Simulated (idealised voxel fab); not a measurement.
Proc. module: voxel trench capacitor
Section cut is 290 nm wide and gridded with 5 nm square cells.
This document writes a cross-section as a grid whose cells are square, and gives it as bands, listed from the top down; one or more rows of cells form a band.
Heads up on the band format: heights come first, top then bottom, in nm. After that it's the materials left to right, each with its width in nm. A single material flagged "edge to edge" fills the whole band edge to edge, and "empty" means there's empty space there.
We count height from 0. Below that, the starting wafer is all one material. The lowest band never ends at the bottom but goes on down; see "0 down" for how that is written.
A width given as "30 to 40" starts at the first number in the band's top row and ends at the second number in its bottom row, shifting by an equal amount at every step from row to row.
Where the words "no modification" appear for a step, the cross-section shows no cell changed by that step; every cell remained as before.
The entry titled "Voids, enclosed" provides the empty spaces that have no open way to the top, restricted to those of 8 cells or more. Each is presented as width x height at distance, the distance being measured from the left edge, with all three in nm.
Past the settings on a step's line: simulator remark, on that step.
A step's line can hold "overlay nm"; with a mask on that step, the setting says how far right of the planned place the mask lay, while a negative setting says it lay to the left.
[Set out below are the planned steps of the process]
1,RECEIVE (material Si)
2,CONFORMAL_DEP (material SiN; thk nm 5)
3,DIRECTIONAL_DEP (material aC; thk nm 15)
4,PATTERN (tone open; mask id TRENCH; material resist; width nm 20; pitch nm 35; thk nm 30; overlay nm 0)
5,DIRECTIONAL_ETCH (etch materials aC; depth nm 15)
6,STRIP (etch materials resist)
7,DIRECTIONAL_ETCH (etch materials SiN; depth nm 5)
8,DIRECTIONAL_ETCH (etch materials Si; depth nm 30)
9,STRIP (etch materials aC)
10,CONFORMAL_DEP (material Al2O3; thk nm 5)
11,FILL_DEP (material polySi; thk nm 10)
12,CMP (height nm 5)
[Cross-section: wafer on arrival = after step 1]
0 down = Si edge to edge
Voids, enclosed: none
[The module was run from the start shown above using the plan shown above, but one mistake was made doing it; the resulting wafer cross-section is below]
5 to 0 = SiN: 115 | Al2O3: 5 | polySi: 10 | Al2O3: 5 | SiN: 15 | Al2O3: 5 | polySi: 10 | Al2O3: 5 | SiN: 120
0 to -15 = Si: 115 | Al2O3: 5 | polySi: 10 | Al2O3: 5 | Si: 15 | Al2O3: 5 | polySi: 10 | Al2O3: 5 | Si: 120
-15 to -20 = Si: 115 | Al2O3: 20 | Si: 15 | Al2O3: 20 | Si: 120
-20 down = Si edge to edge
Voids, enclosed: none
Run error: planned and actual differ for step 8; actual: DIRECTIONAL_ETCH (etch materials Si; depth nm 20)
